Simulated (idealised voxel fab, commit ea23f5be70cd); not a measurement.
The following is a process module called voxel transistor to metal.
It is cross-section cut that appears here, measuring 295 nm in width, its square cells being 5 nm in size.
Throughout this document, each cross-section is represented as a grid of square cells and is presented as a sequence of bands enumerated from the top downward, where a band comprises one or more rows of cells. Each band's line starts with the height of the band's top and of its bottom, in nm. Then come its materials from left to right, each with its width in nm. One material with "all across" fills the band from edge to edge. "empty" is empty space. Height 0 is the level under which the wafer as received is all one material. The lowest band goes on downwards, as in "0 nm and below". The notation "30->40" denotes a width that varies across the rows of cells in the band, beginning at the first number in the top row, finishing at the second number in the bottom row, and changing by an identical amount from each row to the next. "nothing different" -> step changed no cross-section cell. The label "Cavities, closed" introduces a list of the empty spaces, 8 cells or larger, that have no open way up to the top; each entry in it reads width x height at distance, where the distance is taken from the left edge and all three are stated in nm. after a step's settings: what the simulator itself notes on the step. What "overlay nm" on a step's line means: if the step has a mask, that mask lay this far to the right of its planned place, or, when the value is negative, to the left. From here on the document is pairs. In a pair, the cross-section before one process step comes with the cross-section after it, and the latter goes no deeper than the lowest band that changed. What lies in between, the step and its settings, is written under the pair. A pair may be from a different run of this module on the same starting wafer than the pair above it, so it continues from that pair only where its entry headed "Pre-step" says so.

-- Pre-step
	65 nm to 60 nm: SiCN all across
	60 nm to 55 nm: 15 SiCN, then 25 Ru, then 65 SiCN, then 25 Ru, then 30 SiCN, then 25 Ru, then 65 SiCN, then 25 Ru, then 20 SiCN
	55 nm to 40 nm: 20 lowk, then 5 TiN, then 5 Ru, then 5 TiN, then 75 lowk, then 5 TiN, then 5 Ru, then 5 TiN, then 40 lowk, then 5 TiN, then 5 Ru, then 5 TiN, then 75 lowk, then 5 TiN, then 5 Ru, then 5 TiN, then 25 lowk
	40 nm to 35 nm: 20 SiN, then 15 TiN, then 75 SiN, then 15 TiN, then 40 SiN, then 15 TiN, then 75 SiN, then 15 TiN, then 25 SiN
	35 nm to 20 nm: Ru all across
	20 nm to 5 nm: 45 SiO2, then 5 SiN, then 5 HfO2, then 5 TiN, then 25 W, then 5 TiN, then 5 HfO2, then 5 SiN, then 90 SiO2, then 5 SiN, then 5 HfO2, then 5 TiN, then 25 W, then 5 TiN, then 5 HfO2, then 5 SiN, then 50 SiO2
	5 nm to 0 nm: 45 SiO2, then 5 SiN, then 5 HfO2, then 35 TiN, then 5 HfO2, then 5 SiN, then 90 SiO2, then 5 SiN, then 5 HfO2, then 35 TiN, then 5 HfO2, then 5 SiN, then 50 SiO2
	0 nm to -5 nm: 15 SiO2, then 30 pSi, then 5 SiO2, then 45 HfO2, then 5 SiO2, then 30 pSi, then 30 SiO2, then 30 pSi, then 5 SiO2, then 45 HfO2, then 5 SiO2, then 30 pSi, then 20 SiO2
	-5 nm to -35 nm: 20 SiO2, then 105 Si, then 40 SiO2, then 105 Si, then 25 SiO2
	-35 nm and below: Si all across
	Cavities, closed: none

-- After the Step
	100 nm to 65 nm: SiO2 all across
	No changes below 65.
	Cavities, closed: none
What is the step between the two cross-sections above? op DIRECTIONAL_DEP | material SiO2 | thk nm 35

Pre-step: carried over from the after image of the pair right above.

-- After the Step
	100 nm to 80 nm: 20 SiO2, then 15 empty, then 130 SiO2, then 15 empty, then 115 SiO2
	No changes below 80.
	Cavities, closed: none
What is the step between the two cross-sections above? op MASKED_ETCH | tone open | mask id METAL_2 | width nm 15 | pitch nm 145 | etch materials SiO2 | depth nm 20 | overlay nm 0

Pre-step: carried over from the after image of the pair right above.

-- After the Step
	115 nm to 100 nm: 20 resist, then 15 empty, then 130 resist, then 15 empty, then 115 resist
	No changes below 100.
	Cavities, closed: none
What is the step between the two cross-sections above? op PATTERN | tone open | mask id METAL_2_HOLES | material resist | width nm 15 | pitch nm 145 | thk nm 15 | overlay nm 0

Pre-step: carried over from the after image of the pair right above.

-- After the Step
	115 nm to 100 nm: 20 resist, then 15 empty, then 130 resist, then 15 empty, then 115 resist
	100 nm to 65 nm: 20 SiO2, then 15 empty, then 130 SiO2, then 15 empty, then 115 SiO2
	No changes below 65.
	Cavities, closed: none
What is the step between the two cross-sections above? op DIRECTIONAL_ETCH | etch materials SiO2 | depth nm 15

Pre-step: carried over from the after image of the pair right above.

-- After the Step
	115 nm to 100 nm: 20 resist, then 15 empty, then 130 resist, then 15 empty, then 115 resist
	100 nm to 65 nm: 20 SiO2, then 15 empty, then 130 SiO2, then 15 empty, then 115 SiO2
	65 nm to 60 nm: 20 SiCN, then 15 empty, then 130 SiCN, then 15 empty, then 115 SiCN
	No changes below 60.
	Cavities, closed: none
What is the step between the two cross-sections above? op DIRECTIONAL_ETCH | etch materials SiCN | depth nm 5

Pre-step: carried over from the after image of the pair right above.

-- After the Step
	100 nm to 65 nm: 20 SiO2, then 15 empty, then 130 SiO2, then 15 empty, then 115 SiO2
	No changes below 65.
	Cavities, closed: none
What is the step between the two cross-sections above? op STRIP | etch materials resist

Pre-step: carried over from the after image of the pair right above.

-- After the Step
	105 nm to 100 nm: 25 TiN, then 5 empty, then 140 TiN, then 5 empty, then 120 TiN
	100 nm to 65 nm: 20 SiO2, then 5 TiN, then 5 empty, then 5 TiN, then 130 SiO2, then 5 TiN, then 5 empty, then 5 TiN, then 115 SiO2
	65 nm to 60 nm: 20 SiCN, then 15 TiN, then 130 SiCN, then 15 TiN, then 115 SiCN
	No changes below 60.
	Cavities, closed: none
What is the step between the two cross-sections above? op CONFORMAL_DEP | material TiN | thk nm 5

Pre-step: carried over from the after image of the pair right above.

-- After the Step
	115 nm to 105 nm: Cu all across
	105 nm to 100 nm: 25 TiN, then 5 Cu, then 140 TiN, then 5 Cu, then 120 TiN
	100 nm to 65 nm: 20 SiO2, then 5 TiN, then 5 Cu, then 5 TiN, then 130 SiO2, then 5 TiN, then 5 Cu, then 5 TiN, then 115 SiO2
	No changes below 65.
	Cavities, closed: none
What is the step between the two cross-sections above? op FILL_DEP | material Cu | thk nm 10

Pre-step: carried over from the after image of the pair right above.

-- After the Step
	100 nm to 65 nm: 20 SiO2, then 5 TiN, then 5 Cu, then 5 TiN, then 130 SiO2, then 5 TiN, then 5 Cu, then 5 TiN, then 115 SiO2
	No changes below 65.
	Cavities, closed: none
What is the step between the two cross-sections above? op CMP | height nm 100

Pre-step: carried over from the after image of the pair right above.

-- After the Step
	105 nm to 100 nm: SiCN all across
	No changes below 100.
	Cavities, closed: none
What is the step between the two cross-sections above? op CONFORMAL_DEP | material SiCN | thk nm 5

-- Pre-step
	55 nm to 40 nm: lowk all across
	40 nm to 35 nm: SiN all across
	35 nm to 20 nm: 20 SiO2, then 5 TiN, then 5 W, then 5 TiN, then 75 SiO2, then 5 TiN, then 5 W, then 5 TiN, then 40 SiO2, then 5 TiN, then 5 W, then 5 TiN, then 75 SiO2, then 5 TiN, then 5 W, then 5 TiN, then 25 SiO2
	20 nm to 5 nm: 20 SiO2, then 5 TiN, then 5 W, then 5 TiN, then 10 SiO2, then 5 SiN, then 5 HfO2, then 5 TiN, then 25 W, then 5 TiN, then 5 HfO2, then 5 SiN, then 10 SiO2, then 5 TiN, then 5 W, then 5 TiN, then 40 SiO2, then 5 TiN, then 5 W, then 5 TiN, then 10 SiO2, then 5 SiN, then 5 HfO2, then 5 TiN, then 25 W, then 5 TiN, then 5 HfO2, then 5 SiN, then 10 SiO2, then 5 TiN, then 5 W, then 5 TiN, then 25 SiO2
	5 nm to 0 nm: 20 SiO2, then 15 TiN, then 10 SiO2, then 5 SiN, then 5 HfO2, then 35 TiN, then 5 HfO2, then 5 SiN, then 10 SiO2, then 15 TiN, then 40 SiO2, then 15 TiN, then 10 SiO2, then 5 SiN, then 5 HfO2, then 35 TiN, then 5 HfO2, then 5 SiN, then 10 SiO2, then 15 TiN, then 25 SiO2
	0 nm to -5 nm: 15 SiO2, then 30 pSi, then 5 SiO2, then 45 HfO2, then 5 SiO2, then 30 pSi, then 30 SiO2, then 30 pSi, then 5 SiO2, then 45 HfO2, then 5 SiO2, then 30 pSi, then 20 SiO2
	-5 nm to -35 nm: 20 SiO2, then 105 Si, then 40 SiO2, then 105 Si, then 25 SiO2
	-35 nm and below: Si all across
	Cavities, closed: none

-- After the Step
	55 nm to 40 nm: 20 empty, then 15 lowk, then 75 empty, then 15 lowk, then 40 empty, then 15 lowk, then 75 empty, then 15 lowk, then 25 empty
	No changes below 40.
	Cavities, closed: none
What is the step between the two cross-sections above? op MASKED_ETCH | tone cover | mask id METAL_1 | width nm 15 | etch materials lowk | depth nm 15 | overlay nm 0

Pre-step: carried over from the after image of the pair right above.

-- After the Step
	60 nm to 55 nm: 15 empty, then 25 TiN, then 65 empty, then 25 TiN, then 30 empty, then 25 TiN, then 65 empty, then 25 TiN, then 20 empty
	55 nm to 45 nm: 15 empty, then 5 TiN, then 15 lowk, then 5 TiN, then 65 empty, then 5 TiN, then 15 lowk, then 5 TiN, then 30 empty, then 5 TiN, then 15 lowk, then 5 TiN, then 65 empty, then 5 TiN, then 15 lowk, then 5 TiN, then 20 empty
	45 nm to 40 nm: 20 TiN, then 15 lowk, then 75 TiN, then 15 lowk, then 40 TiN, then 15 lowk, then 75 TiN, then 15 lowk, then 25 TiN
	No changes below 40.
	Cavities, closed: none
What is the step between the two cross-sections above? op CONFORMAL_DEP | material TiN | thk nm 5

Pre-step: carried over from the after image of the pair right above.

-- After the Step
	65 nm to 60 nm: Ru all across
	60 nm to 55 nm: 15 Ru, then 25 TiN, then 65 Ru, then 25 TiN, then 30 Ru, then 25 TiN, then 65 Ru, then 25 TiN, then 20 Ru
	55 nm to 45 nm: 15 Ru, then 5 TiN, then 15 lowk, then 5 TiN, then 65 Ru, then 5 TiN, then 15 lowk, then 5 TiN, then 30 Ru, then 5 TiN, then 15 lowk, then 5 TiN, then 65 Ru, then 5 TiN, then 15 lowk, then 5 TiN, then 20 Ru
	No changes below 45.
	Cavities, closed: none
What is the step between the two cross-sections above? op FILL_DEP | material Ru | thk nm 5

Pre-step: carried over from the after image of the pair right above.

-- After the Step
	55 nm to 45 nm: 15 Ru, then 5 TiN, then 15 lowk, then 5 TiN, then 65 Ru, then 5 TiN, then 15 lowk, then 5 TiN, then 30 Ru, then 5 TiN, then 15 lowk, then 5 TiN, then 65 Ru, then 5 TiN, then 15 lowk, then 5 TiN, then 20 Ru
	No changes below 45.
	Cavities, closed: none
What is the step between the two cross-sections above? op CMP | height nm 55

Pre-step: carried over from the after image of the pair right above.

-- After the Step
	60 nm to 55 nm: 25 Ru, then 5 empty, then 85 Ru, then 5 empty, then 50 Ru, then 5 empty, then 85 Ru, then 5 empty, then 30 Ru
	No changes below 55.
	Cavities, closed: none
What is the step between the two cross-sections above? op EPI | material Ru | thk nm 5

Pre-step: carried over from the after image of the pair right above.

-- After the Step
	65 nm to 60 nm: SiCN all across
	60 nm to 55 nm: 25 Ru, then 5 SiCN, then 85 Ru, then 5 SiCN, then 50 Ru, then 5 SiCN, then 85 Ru, then 5 SiCN, then 30 Ru
	No changes below 55.
	Cavities, closed: none
What is the step between the two cross-sections above? op FILL_DEP | material SiCN | thk nm 5

Pre-step: carried over from the after image of the pair right above.

-- After the Step
	100 nm to 65 nm: SiO2 all across
	No changes below 65.
	Cavities, closed: none
What is the step between the two cross-sections above? op DIRECTIONAL_DEP | material SiO2 | thk nm 35

Pre-step: carried over from the after image of the pair right above.

-- After the Step
	100 nm to 80 nm: 20 SiO2, then 15 empty, then 130 SiO2, then 15 empty, then 115 SiO2
	No changes below 80.
	Cavities, closed: none
What is the step between the two cross-sections above? op MASKED_ETCH | tone open | mask id METAL_2 | width nm 15 | pitch nm 145 | etch materials SiO2 | depth nm 20 | overlay nm 0

Pre-step: carried over from the after image of the pair right above.

-- After the Step
	115 nm to 100 nm: 20 resist, then 15 empty, then 130 resist, then 15 empty, then 115 resist
	No changes below 100.
	Cavities, closed: none
What is the step between the two cross-sections above? op PATTERN | tone open | mask id METAL_2_HOLES | material resist | width nm 15 | pitch nm 145 | thk nm 15 | overlay nm 0

Pre-step: carried over from the after image of the pair right above.

-- After the Step
	115 nm to 100 nm: 20 resist, then 15 empty, then 130 resist, then 15 empty, then 115 resist
	100 nm to 65 nm: 20 SiO2, then 15 empty, then 130 SiO2, then 15 empty, then 115 SiO2
	No changes below 65.
	Cavities, closed: none
What is the step between the two cross-sections above? op DIRECTIONAL_ETCH | etch materials SiO2 | depth nm 15

Pre-step: carried over from the after image of the pair right above.

-- After the Step
	115 nm to 100 nm: 20 resist, then 15 empty, then 130 resist, then 15 empty, then 115 resist
	100 nm to 65 nm: 20 SiO2, then 15 empty, then 130 SiO2, then 15 empty, then 115 SiO2
	65 nm to 60 nm: 20 SiCN, then 15 empty, then 130 SiCN, then 15 empty, then 115 SiCN
	No changes below 60.
	Cavities, closed: none
What is the step between the two cross-sections above? op DIRECTIONAL_ETCH | etch materials SiCN | depth nm 5

Pre-step: carried over from the after image of the pair right above.

-- After the Step
	100 nm to 65 nm: 20 SiO2, then 15 empty, then 130 SiO2, then 15 empty, then 115 SiO2
	No changes below 65.
	Cavities, closed: none
What is the step between the two cross-sections above? op STRIP | etch materials resist

Pre-step: carried over from the after image of the pair right above.

-- After the Step
	105 nm to 100 nm: 25 TiN, then 5 empty, then 140 TiN, then 5 empty, then 120 TiN
	100 nm to 65 nm: 20 SiO2, then 5 TiN, then 5 empty, then 5 TiN, then 130 SiO2, then 5 TiN, then 5 empty, then 5 TiN, then 115 SiO2
	65 nm to 60 nm: 20 SiCN, then 15 TiN, then 130 SiCN, then 15 TiN, then 115 SiCN
	No changes below 60.
	Cavities, closed: none
What is the step between the two cross-sections above? op CONFORMAL_DEP | material TiN | thk nm 5

Pre-step: carried over from the after image of the pair right above.

-- After the Step
	115 nm to 105 nm: Cu all across
	105 nm to 100 nm: 25 TiN, then 5 Cu, then 140 TiN, then 5 Cu, then 120 TiN
	100 nm to 65 nm: 20 SiO2, then 5 TiN, then 5 Cu, then 5 TiN, then 130 SiO2, then 5 TiN, then 5 Cu, then 5 TiN, then 115 SiO2
	No changes below 65.
	Cavities, closed: none
What is the step between the two cross-sections above? op FILL_DEP | material Cu | thk nm 10

Pre-step: carried over from the after image of the pair right above.

-- After the Step
	100 nm to 65 nm: 20 SiO2, then 5 TiN, then 5 Cu, then 5 TiN, then 130 SiO2, then 5 TiN, then 5 Cu, then 5 TiN, then 115 SiO2
	No changes below 65.
	Cavities, closed: none
What is the step between the two cross-sections above? op CMP | height nm 100

Pre-step: carried over from the after image of the pair right above.

-- After the Step
	105 nm to 100 nm: SiCN all across
	No changes below 100.
	Cavities, closed: none
What is the step between the two cross-sections above? op CONFORMAL_DEP | material SiCN | thk nm 5
